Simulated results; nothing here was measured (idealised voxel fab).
Process module name: voxel gate over fins
This is section cut - it's 295 nm across, gridded in 5 nm square cells.
For the purposes of this document, a cross-section shall be understood as a grid of square cells, specified as bands listed in top-to-bottom order, each band consisting of one or more rows of cells. The entry gives the band's vertical extent as a top height and a bottom height in nm, then its horizontal make-up as materials from left to right, each with a width in nm. "air" stands for empty space; a single material marked "all across" fills the band edge to edge. Beneath 0, the wafer as received is one material, and that level is where height counting begins. The lowest band goes on downward without a bottom; it is written like "0..down". When a width is written as two numbers, as in "30..40", the first number is the width in the top row of cells of the band and the second is the width in its bottom row, and the width changes by the same amount from each row to the next. Take "no change" at face value: in the step it is given for, the cross-section changed in none of its cells. "Encapsulated voids": sealed empty spaces, 8 cells or more, no open way to top, listed width x height at distance, with distance from the left edge and width, height and distance in nm. It should be noted that, on the line of a given step, the content following the step's settings is a remark produced by the simulator itself with respect to that step. The line of a step may include "overlay nm". On a step with a mask, this value is how far to the right of its planned place the mask lay. A negative value means the mask lay to the left.
This section lists the process steps that were planned
1: RECEIVE with material Si
2: CONFORMAL_DEP with material SiN, thk nm 5
3: MASKED_ETCH with tone cover, mask id FINS, width nm 15, pitch nm 40, etch materials SiN, depth nm 5, overlay nm 0
4: MASKED_ETCH with tone cover, mask id FINS, width nm 15, pitch nm 40, etch materials Si, depth nm 35, overlay nm 0
5: FILL_DEP with material SiO2, thk nm 5
6: CMP with height nm 5
7: SELECTIVE_ETCH with etch materials SiO2, depth nm 20
8: STRIP with etch materials SiN
9: CONFORMAL_DEP with material HfO2, thk nm 5
10: CONFORMAL_DEP with material TiN, thk nm 5
11: FILL_DEP with material W, thk nm 15
12: CMP with height nm 20
13: CONFORMAL_DEP with material SiN, thk nm 5
First of two wafers: run as planned
So this is the incoming wafer in cross-section - it's already been through step 1
	0..down: Si all across
	Encapsulated voids: none
The following cross-section depicts the wafer upon completion of step 2
	5..0: SiN all across
	Anything lower than 0 is untouched.
The following cross-section depicts the wafer upon completion of step 3
	5..0: air=80 / SiN=15 / air=25 / SiN=15 / air=25 / SiN=15 / air=25 / SiN=15 / air=80
	Anything lower than 0 is untouched.
The following cross-section depicts the wafer upon completion of step 4
	5..0: air=80 / SiN=15 / air=25 / SiN=15 / air=25 / SiN=15 / air=25 / SiN=15 / air=80
	0..-35: air=80 / Si=15 / air=25 / Si=15 / air=25 / Si=15 / air=25 / Si=15 / air=80
	Anything lower than -35 is untouched.
The following cross-section depicts the wafer upon completion of step 5
	10..5: SiO2 all across
	5..0: SiO2=80 / SiN=15 / SiO2=25 / SiN=15 / SiO2=25 / SiN=15 / SiO2=25 / SiN=15 / SiO2=80
	0..-35: SiO2=80 / Si=15 / SiO2=25 / Si=15 / SiO2=25 / Si=15 / SiO2=25 / Si=15 / SiO2=80
	Anything lower than -35 is untouched.
The following cross-section depicts the wafer upon completion of step 6
	5..0: SiO2=80 / SiN=15 / SiO2=25 / SiN=15 / SiO2=25 / SiN=15 / SiO2=25 / SiN=15 / SiO2=80
	Anything lower than 0 is untouched.
The following cross-section depicts the wafer upon completion of step 7
	5..0: air=80 / SiN=15 / air=25 / SiN=15 / air=25 / SiN=15 / air=25 / SiN=15 / air=80
	0..-15: air=80 / Si=15 / air=25 / Si=15 / air=25 / Si=15 / air=25 / Si=15 / air=80
	Anything lower than -15 is untouched.
The following cross-section depicts the wafer upon completion of step 8
	0..-15: air=80 / Si=15 / air=25 / Si=15 / air=25 / Si=15 / air=25 / Si=15 / air=80
	Anything lower than -15 is untouched.
The following cross-section depicts the wafer upon completion of step 9
	5..0: air=75 / HfO2=25 / air=15 / HfO2=25 / air=15 / HfO2=25 / air=15 / HfO2=25 / air=75
	0..-10: air=75 / HfO2=5 / Si=15 / HfO2=5 / air=15 / HfO2=5 / Si=15 / HfO2=5 / air=15 / HfO2=5 / Si=15 / HfO2=5 / air=15 / HfO2=5 / Si=15 / HfO2=5 / air=75
	-10..-15: HfO2=80 / Si=15 / HfO2=25 / Si=15 / HfO2=25 / Si=15 / HfO2=25 / Si=15 / HfO2=80
	Anything lower than -15 is untouched.
The following cross-section depicts the wafer upon completion of step 10
	10..5: air=70 / TiN=35 / air=5 / TiN=35 / air=5 / TiN=35 / air=5 / TiN=35 / air=70
	5..0: air=70 / TiN=5 / HfO2=25 / TiN=5 / air=5 / TiN=5 / HfO2=25 / TiN=5 / air=5 / TiN=5 / HfO2=25 / TiN=5 / air=5 / TiN=5 / HfO2=25 / TiN=5 / air=70
	0..-5: air=70 / TiN=5 / HfO2=5 / Si=15 / HfO2=5 / TiN=5 / air=5 / TiN=5 / HfO2=5 / Si=15 / HfO2=5 / TiN=5 / air=5 / TiN=5 / HfO2=5 / Si=15 / HfO2=5 / TiN=5 / air=5 / TiN=5 / HfO2=5 / Si=15 / HfO2=5 / TiN=5 / air=70
	-5..-10: TiN=75 / HfO2=5 / Si=15 / HfO2=5 / TiN=15 / HfO2=5 / Si=15 / HfO2=5 / TiN=15 / HfO2=5 / Si=15 / HfO2=5 / TiN=15 / HfO2=5 / Si=15 / HfO2=5 / TiN=75
	Anything lower than -10 is untouched.
The following cross-section depicts the wafer upon completion of step 11
	25..10: W all across
	10..5: W=70 / TiN=35 / W=5 / TiN=35 / W=5 / TiN=35 / W=5 / TiN=35 / W=70
	5..0: W=70 / TiN=5 / HfO2=25 / TiN=5 / W=5 / TiN=5 / HfO2=25 / TiN=5 / W=5 / TiN=5 / HfO2=25 / TiN=5 / W=5 / TiN=5 / HfO2=25 / TiN=5 / W=70
	0..-5: W=70 / TiN=5 / HfO2=5 / Si=15 / HfO2=5 / TiN=5 / W=5 / TiN=5 / HfO2=5 / Si=15 / HfO2=5 / TiN=5 / W=5 / TiN=5 / HfO2=5 / Si=15 / HfO2=5 / TiN=5 / W=5 / TiN=5 / HfO2=5 / Si=15 / HfO2=5 / TiN=5 / W=70
	Anything lower than -5 is untouched.
The following cross-section depicts the wafer upon completion of step 12
	20..10: W all across
	Anything lower than 10 is untouched.
The following cross-section depicts the wafer upon completion of step 13
	25..20: SiN all across
	Anything lower than 20 is untouched.
Second wafer - shared start and plan with the first - one error in running - same as the first up to step 12 inclusive
Cross-section of the second wafer when, according to plan, step 13 should have finished
	25..20: TiN all across
	Anything lower than 20 is untouched.
The plan and the run diverged here: step 13 ran as: CONFORMAL_DEP with material TiN, thk nm 5
Final tally in cells, some materials are higher or lower on the second wafer than on the first: -59 SiN | +59 TiN
